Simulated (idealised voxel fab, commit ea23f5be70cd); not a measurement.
You're looking at the process module voxel local oxidation.
Cross-section cut: width 160 nm, square cells of 5 nm.
We lay out every cross-section as a grid of square cells and spell it out in bands from the top down, where one band means one or more rows of cells. The band entry comprises the height of the band's top followed by the height of its bottom, expressed in nm, and subsequently the band's materials from left to right, each stated together with its width in nm. Where a single material is marked with the word "throughout", that material fills the band from edge to edge. The word "empty" represents empty space. Heights are reckoned from 0. Under this level, the received wafer is all of one material. The bottommost band is open-ended downward, for example "0 -> down". A width given as "30->40" starts at the first number in the band's top row and ends at the second number in its bottom row, shifting by an equal amount at every step from row to row. "nothing changed", as given for a step, is the statement that not any cell of the cross-section underwent a change during that step. In "Non-vented voids" the enclosed voids are listed, meaning empty spaces of 8 cells or larger without any opening to the top. The form is width x height at distance, distance from the left edge, units nm. On each step's line, the part that comes after the settings is the simulator's own comment on the step. A step's line can hold "overlay nm"; with a mask on that step, the setting says how far right of the planned place the mask lay, while a negative setting says it lay to the left.

### Process steps (planned)
1 RECEIVE: material Si
2 CONFORMAL_DEP: material SiO2, thk nm 5
3 CONFORMAL_DEP: material SiN, thk nm 15
4 PATTERN: tone cover, mask id ACTIVE, material resist, width nm 115, thk nm 20, overlay nm 0
5 DIRECTIONAL_ETCH: etch materials SiN, depth nm 15
6 STRIP: etch materials resist
7 SELECTIVE_ETCH: etch materials SiO2, depth nm 5
8 OXIDIZE: depth nm 15
9 STRIP: etch materials SiN

### As-received state of the wafer in cross-section, equivalent to post-step 1
  0 -> down: Si throughout
  Non-vented voids: none

### a wafer at the end: this start, this plan, one mistake
  5 -> 0: empty 35, SiO2 105, empty 20
  0 -> -15: SiO2 50, Si 75, SiO2 35
  -15 -> down: Si throughout
  Non-vented voids: none
Misprocessing identified: step 4 was run on a setting that differed from the plan, and what really ran there is PATTERN: tone cover, mask id ACTIVE, material resist, width nm 115, thk nm 20, overlay nm 10
